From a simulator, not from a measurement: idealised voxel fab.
voxel transistor to metal: a process module
Shown is cross-section cut, with a width of 185 nm and square cells of size 5 nm.
Bands, listed from the top down, are how a cross-section gets written in this document; the cross-section itself is a grid of square cells, and a band is one or more rows of them.
The entry gives the band's vertical extent as a top height and a bottom height in nm, then its horizontal make-up as materials from left to right, each with a width in nm. "blank" stands for empty space; a single material marked "edge to edge" fills the band edge to edge.
Height is counted from the level 0, under which the received wafer is composed throughout of one material. The lowest of the bands is not closed at the bottom but continues downward, in the notation "0 -> down".
A two-number width, for instance "30 to 40", indicates that the width is equal to the first number in the top row of the band and to the second number in the bottom row, and that it changes by a constant amount per row of cells.
Basically "stayed the same" means that step didn't change any cell in the cross-section.
Reported under the label "Fully sealed voids" are the empty spaces having no open way to the top and comprising 8 cells or more; the notation for each is width x height at distance, in which the distance is measured from the left edge and all three values are in nm.
Where a step's line continues beyond its settings, the continuation is a remark by the simulator itself on that step.
If you see "overlay nm" on a step's line and that step has a mask, it's telling you how far right of where it was planned the mask ended up; a negative number means it went left instead.

Planned step list for the process:
1. RECEIVE with material Si
2. OXIDIZE with depth nm 5
3. CONFORMAL_DEP with material SiN, thk nm 10
4. MASKED_ETCH with tone cover, mask id ACTIVE, width nm 115, etch materials SiN, depth nm 10, overlay nm 0
5. MASKED_ETCH with tone cover, mask id ACTIVE, width nm 115, etch materials SiO2, depth nm 5, overlay nm 0
6. MASKED_ETCH with tone cover, mask id ACTIVE, width nm 115, etch materials Si, depth nm 20, overlay nm 0
7. OXIDIZE with depth nm 5
8. FILL_DEP with material SiO2, thk nm 10
9. CMP with height nm 10
10. SELECTIVE_ETCH with etch materials SiO2, depth nm 10
11. STRIP with etch materials SiN
12. SELECTIVE_ETCH with etch materials SiO2, depth nm 5
13. OXIDIZE with depth nm 5
14. DIRECTIONAL_DEP with material polySi, thk nm 25
15. DIRECTIONAL_DEP with material SiCN, thk nm 15
16. PATTERN with tone cover, mask id GATE, material resist, width nm 35, thk nm 20, overlay nm 0
17. DIRECTIONAL_ETCH with etch materials SiCN, depth nm 25
18. DIRECTIONAL_ETCH with etch materials polySi, depth nm 35
19. STRIP with etch materials resist
20. CONFORMAL_DEP with material SiN, thk nm 10
21. DIRECTIONAL_ETCH with etch materials SiN, depth nm 10
22. DIRECTIONAL_ETCH with etch materials SiO2, depth nm 5
23. DIRECTIONAL_ETCH with etch materials Si, depth nm 15
24. EPI with material SiGe, thk nm 20
25. FILL_DEP with material SiO2, thk nm 5
26. CMP with height nm 20
27. STRIP with etch materials polySi
28. SELECTIVE_ETCH with etch materials SiO2, depth nm 5
29. CONFORMAL_DEP with material HfO2, thk nm 5
30. CONFORMAL_DEP with material TiN, thk nm 5
31. FILL_DEP with material W, thk nm 10
32. CMP with height nm 15
33. DIRECTIONAL_DEP with material SiO2, thk nm 10
34. PATTERN with tone open, mask id CONTACT, material resist, width nm 20, pitch nm 85, thk nm 20, overlay nm 0
35. DIRECTIONAL_ETCH with etch materials SiO2, depth nm 30
36. STRIP with etch materials resist
37. CONFORMAL_DEP with material TiN, thk nm 5
38. FILL_DEP with material W, thk nm 10
39. CMP with height nm 25
40. DIRECTIONAL_DEP with material TiN, thk nm 5
41. DIRECTIONAL_DEP with material Ru, thk nm 15
42. PATTERN with tone cover, mask id METAL_1, material resist, width nm 20, pitch nm 85, thk nm 15, overlay nm 0
43. DIRECTIONAL_ETCH with etch materials Ru, depth nm 15
44. DIRECTIONAL_ETCH with etch materials TiN, depth nm 5
45. STRIP with etch materials resist
46. CONFORMAL_DEP with material SiCN, thk nm 5
47. FILL_DEP with material lowk, thk nm 5
48. CMP with height nm 45
49. CONFORMAL_DEP with material SiCN, thk nm 5
50. DIRECTIONAL_DEP with material lowk, thk nm 35
51. MASKED_ETCH with tone open, mask id METAL_2_HOLES, width nm 15, pitch nm 85, etch materials lowk, depth nm 35, overlay nm 0
52. PATTERN with tone open, mask id METAL_2, material resist, width nm 20, pitch nm 85, thk nm 15, overlay nm 0
53. DIRECTIONAL_ETCH with etch materials lowk, depth nm 20
54. DIRECTIONAL_ETCH with etch materials SiCN, depth nm 5
55. STRIP with etch materials resist
56. CONFORMAL_DEP with material TiN, thk nm 5
57. FILL_DEP with material Cu, thk nm 5
58. CMP with height nm 85
59. CONFORMAL_DEP with material SiCN, thk nm 5

Cross-section of the incoming wafer, state after step 1:
> 0 -> down | Si edge to edge
> Fully sealed voids: none

Cross-sectional view of the first of the two wafers upon completion of the module, processed in accordance with the plan:
> 90 -> 85 | SiCN edge to edge
> 85 -> 70 | lowk 40 nm, TiN 5 nm, Cu 10 nm, TiN 5 nm, lowk 65 nm, TiN 5 nm, Cu 10 nm, TiN 5 nm, lowk 40 nm
> 70 -> 65 | lowk 40 nm, TiN 5 nm, Cu 5 nm, TiN 10 nm, lowk 65 nm, TiN 5 nm, Cu 5 nm, TiN 10 nm, lowk 40 nm
> 65 -> 50 | lowk 40 nm, TiN 5 nm, Cu 5 nm, TiN 5 nm, lowk 70 nm, TiN 5 nm, Cu 5 nm, TiN 5 nm, lowk 45 nm
> 50 -> 45 | SiCN 40 nm, TiN 15 nm, SiCN 70 nm, TiN 15 nm, SiCN 45 nm
> 45 -> 30 | lowk 35 nm, SiCN 5 nm, Ru 20 nm, SiCN 5 nm, lowk 55 nm, SiCN 5 nm, Ru 20 nm, SiCN 5 nm, lowk 35 nm
> 30 -> 25 | SiCN 40 nm, TiN 20 nm, SiCN 65 nm, TiN 20 nm, SiCN 40 nm
> 25 -> 15 | SiO2 40 nm, TiN 5 nm, W 10 nm, TiN 5 nm, SiO2 65 nm, TiN 5 nm, W 10 nm, TiN 5 nm, SiO2 40 nm
> 15 -> 10 | SiO2 40 nm, TiN 20 nm, SiO2 5 nm, SiN 10 nm, HfO2 5 nm, TiN 5 nm, W 15 nm, TiN 5 nm, HfO2 5 nm, SiN 10 nm, SiO2 5 nm, TiN 20 nm, SiO2 40 nm
> 10 -> 0 | SiO2 40 nm, TiN 5 nm, SiGe 20 nm, SiN 10 nm, HfO2 5 nm, TiN 5 nm, W 15 nm, TiN 5 nm, HfO2 5 nm, SiN 10 nm, SiGe 20 nm, TiN 5 nm, SiO2 40 nm
> 0 -> -5 | SiO2 40 nm, TiN 5 nm, SiGe 20 nm, SiN 10 nm, HfO2 5 nm, TiN 25 nm, HfO2 5 nm, SiN 10 nm, SiGe 20 nm, TiN 5 nm, SiO2 40 nm
> -5 -> -10 | SiO2 35 nm, SiGe 30 nm, SiO2 5 nm, HfO2 45 nm, SiO2 5 nm, SiGe 30 nm, SiO2 35 nm
> -10 -> -25 | SiO2 40 nm, SiGe 25 nm, Si 55 nm, SiGe 25 nm, SiO2 40 nm
> -25 -> -30 | SiO2 40 nm, Si 105 nm, SiO2 40 nm
> -30 -> down | Si edge to edge
> Fully sealed voids: none

What the second wafer looks like in cross-section once the module is done. Its start and its plan matched the first wafer's exactly; what differed was one mistake in how it was run:
> 90 -> 85 | SiCN edge to edge
> 85 -> 70 | lowk 40 nm, TiN 5 nm, Cu 10 nm, TiN 5 nm, lowk 65 nm, TiN 5 nm, Cu 10 nm, TiN 5 nm, lowk 40 nm
> 70 -> 65 | lowk 40 nm, TiN 5 nm, Cu 5 nm, TiN 10 nm, lowk 65 nm, TiN 5 nm, Cu 5 nm, TiN 10 nm, lowk 40 nm
> 65 -> 50 | lowk 40 nm, TiN 5 nm, Cu 5 nm, TiN 5 nm, lowk 70 nm, TiN 5 nm, Cu 5 nm, TiN 5 nm, lowk 45 nm
> 50 -> 45 | SiCN 40 nm, TiN 15 nm, SiCN 70 nm, TiN 15 nm, SiCN 45 nm
> 45 -> 30 | lowk 35 nm, SiCN 5 nm, Ru 20 nm, SiCN 5 nm, lowk 55 nm, SiCN 5 nm, Ru 20 nm, SiCN 5 nm, lowk 35 nm
> 30 -> 25 | SiCN 40 nm, TiN 20 nm, SiCN 65 nm, TiN 20 nm, SiCN 40 nm
> 25 -> 20 | SiO2 40 nm, TiN 5 nm, W 10 nm, TiN 5 nm, SiO2 65 nm, TiN 5 nm, W 10 nm, TiN 5 nm, SiO2 40 nm
> 20 -> 15 | SiO2 40 nm, TiN 20 nm, SiO2 65 nm, TiN 20 nm, SiO2 40 nm
> 15 -> 10 | W 65 nm, TiN 5 nm, HfO2 5 nm, SiN 10 nm, SiO2 15 nm, SiN 10 nm, HfO2 5 nm, TiN 5 nm, W 65 nm
> 10 -> 0 | W 65 nm, TiN 5 nm, HfO2 5 nm, SiN 10 nm, SiGe 15 nm, SiN 10 nm, HfO2 5 nm, TiN 5 nm, W 65 nm
> 0 -> -5 | TiN 70 nm, HfO2 5 nm, SiN 10 nm, SiGe 15 nm, SiN 10 nm, HfO2 5 nm, TiN 70 nm
> -5 -> -10 | HfO2 80 nm, SiO2 5 nm, SiGe 15 nm, SiO2 5 nm, HfO2 80 nm
> -10 -> -25 | SiO2 40 nm, Si 45 nm, SiGe 15 nm, Si 45 nm, SiO2 40 nm
> -25 -> -30 | SiO2 40 nm, Si 105 nm, SiO2 40 nm
> -30 -> down | Si edge to edge
> Fully sealed voids: none
Run error: step 16 off recipe, ran as PATTERN with tone open, mask id GATE, material resist, width nm 35, thk nm 20, overlay nm 0
Wafer comparison, final, in cells, second relative to first, materials more or fewer: 23 more of HfO2; 21 more of Si; 45 fewer of SiGe; 77 fewer of SiO2; 13 more of TiN; 65 more of W
